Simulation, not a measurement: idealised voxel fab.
The name of this process module is voxel double patterning.
cross-section cut | 180 nm wide | cells 5 nm
Cross-section layout: square cells on a grid; listed as bands, top to bottom; a band spans one or more cell rows. Top height, bottom height, nm. Materials left to right, width each, nm. Single material + "throughout" = fills band edge to edge. "blank" = empty. The level at which height equals 0 is the one under which the wafer, as it arrives, is entirely one material. No lower edge exists for the bottom band, which continues downward and is notated as in "0..down". The two numbers in a width such as "30->40" mark its ends across the band: the first belongs to the top row of cells, the second to the bottom row, and from each row to the next the width moves by the same amount. Step marked "remained unchanged"? Then no cell in the cross-section changed in it. Empty spaces counting at least 8 cells and having no open way to the top are listed in "Enclosed cavities". The notation width x height at distance is used for each, the distance being from the left edge and all three values in nm. Whatever follows a step's settings on its line is a remark the simulator itself makes about that step. You can add "overlay nm" to a step's line. For a step with a mask, it describes how far the mask lay to the right of its planned position, and a negative number describes a lay to the left.

# So here's the lineup of process steps we planned
1) RECEIVE | material Si
2) CONFORMAL_DEP | material SiO2 | thk nm 10
3) DIRECTIONAL_DEP | material polySi | thk nm 10
4) DIRECTIONAL_DEP | material SiN | thk nm 10
5) MASKED_ETCH | tone open | mask id FIRST | width nm 15 | pitch nm 50 | etch materials SiN | depth nm 10 | overlay nm 0
6) DIRECTIONAL_DEP | material aC | thk nm 15
7) PATTERN | tone open | mask id SECOND | material resist | width nm 15 | thk nm 35 | overlay nm 0
8) DIRECTIONAL_ETCH | etch materials aC | depth nm 15
9) STRIP | etch materials resist
10) DIRECTIONAL_ETCH | etch materials SiN | depth nm 10
11) STRIP | etch materials aC
12) DIRECTIONAL_ETCH | etch materials polySi | depth nm 10
13) STRIP | etch materials SiN

# As received (post step 1): cross-section
  0..down: Si throughout
  Enclosed cavities: none

# The first of the two wafers as seen in cross-section once the module was finished; processing followed the plan
  20..10: 55 polySi, then 15 blank, then 10 polySi, then 15 blank, then 10 polySi, then 15 blank, then 60 polySi
  10..0: SiO2 throughout
  0..down: Si throughout
  Enclosed cavities: none

# Cross-sectional image of the second wafer of the two following completion of the module. Starting state and process plan were the same as for the first wafer; one execution error occurred
  20..10: 80 blank, then 15 polySi, then 85 blank
  10..0: SiO2 throughout
  0..down: Si throughout
  Enclosed cavities: none
Finding, execution versus plan: contrary to plan, step 7 was performed as PATTERN | tone cover | mask id SECOND | material resist | width nm 15 | thk nm 35 | overlay nm 0
End check, counted in cells, second wafer has more or fewer of these materials than the first: -48 polySi
